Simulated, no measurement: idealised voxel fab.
Proc. module: voxel released beams
The cross-section on display is named cut; it measures 270 nm wide, and its cells are 5 nm squares.
Cross-section, as written here: a square-cell grid given band by band from the top down, where a band holds one or more rows of cells. A band entry consists of two parts. The first gives the height of the band's top and the height of its bottom, in nm. The rest lists the band's materials from left to right, each with its width in nm. A single material labelled with the word "throughout" fills the band from edge to edge, and the word "blank" marks empty space. Ref level 0: as-received wafer is one material below here. Bottom band extends down with no lower bound ("0 and below"). Quick explanation for "30..40": the width changes in equal steps down the rows of cells, from the first number in the band's top row to the second number in its bottom row. "all unchanged" after a step means that no cell of the cross-section changed. Under "Closed void listing" you'll find the enclosed gaps, the ones with no way out to the top, that are 8 cells or bigger; each reads width x height at distance, with distance counted from the left edge, everything in nm. Text after the settings on a step's line: the simulator's own remark on that step. Steps that use a mask can have "overlay nm" on their line. It says how far the mask sat to the right of where it was meant to be. Negative means to the left.

[Steps planned for the process]
| 1 | RECEIVE | material Si |
| 2 | CONFORMAL_DEP | material Al2O3 | thk nm 10 |
| 3 | DIRECTIONAL_DEP | material SiO2 | thk nm 15 |
| 4 | PATTERN | tone open | mask id ANCHOR | material resist | width nm 40 | thk nm 15 | overlay nm 0 |
| 5 | DIRECTIONAL_ETCH | etch materials SiO2 | depth nm 15 |
| 6 | STRIP | etch materials resist |
| 7 | CONFORMAL_DEP | material polySi | thk nm 15 |
| 8 | PATTERN | tone cover | mask id BEAM | material resist | width nm 125 | thk nm 20 | overlay nm 0 |
| 9 | DIRECTIONAL_ETCH | etch materials polySi | depth nm 15 |
| 10 | STRIP | etch materials resist |
| 11 | STRIP | etch materials SiO2 |

[Cross-section: wafer on arrival = after step 1]
* 0 and below = Si throughout
* Closed void listing: none

[Module complete - cross-section of the first of two wafers, run according to plan]
* 40 down to 25 = blank=70 | polySi=20 | blank=10 | polySi=95 | blank=75
* 25 down to 10 = blank=75 | polySi=40 | blank=155
* 10 down to 0 = Al2O3 throughout
* 0 and below = Si throughout
* Closed void listing: none

[Cross-sectional view: second of two wafers, end of module; start and plan identical to the first, one mistake in running]
* 40 down to 25 = blank=70 | polySi=125 | blank=75
* 25 down to 0 = Al2O3 throughout
* 0 and below = Si throughout
* Closed void listing: none
In executing the process, a mistake was made relative to the plan: heads up, step 3 didn't go per plan, it actually ran as DIRECTIONAL_DEP | material Al2O3 | thk nm 15
The final cell counts differ between the wafers, with the second having more or fewer of some materials than the first: 162 more of Al2O3 | 18 fewer of polySi
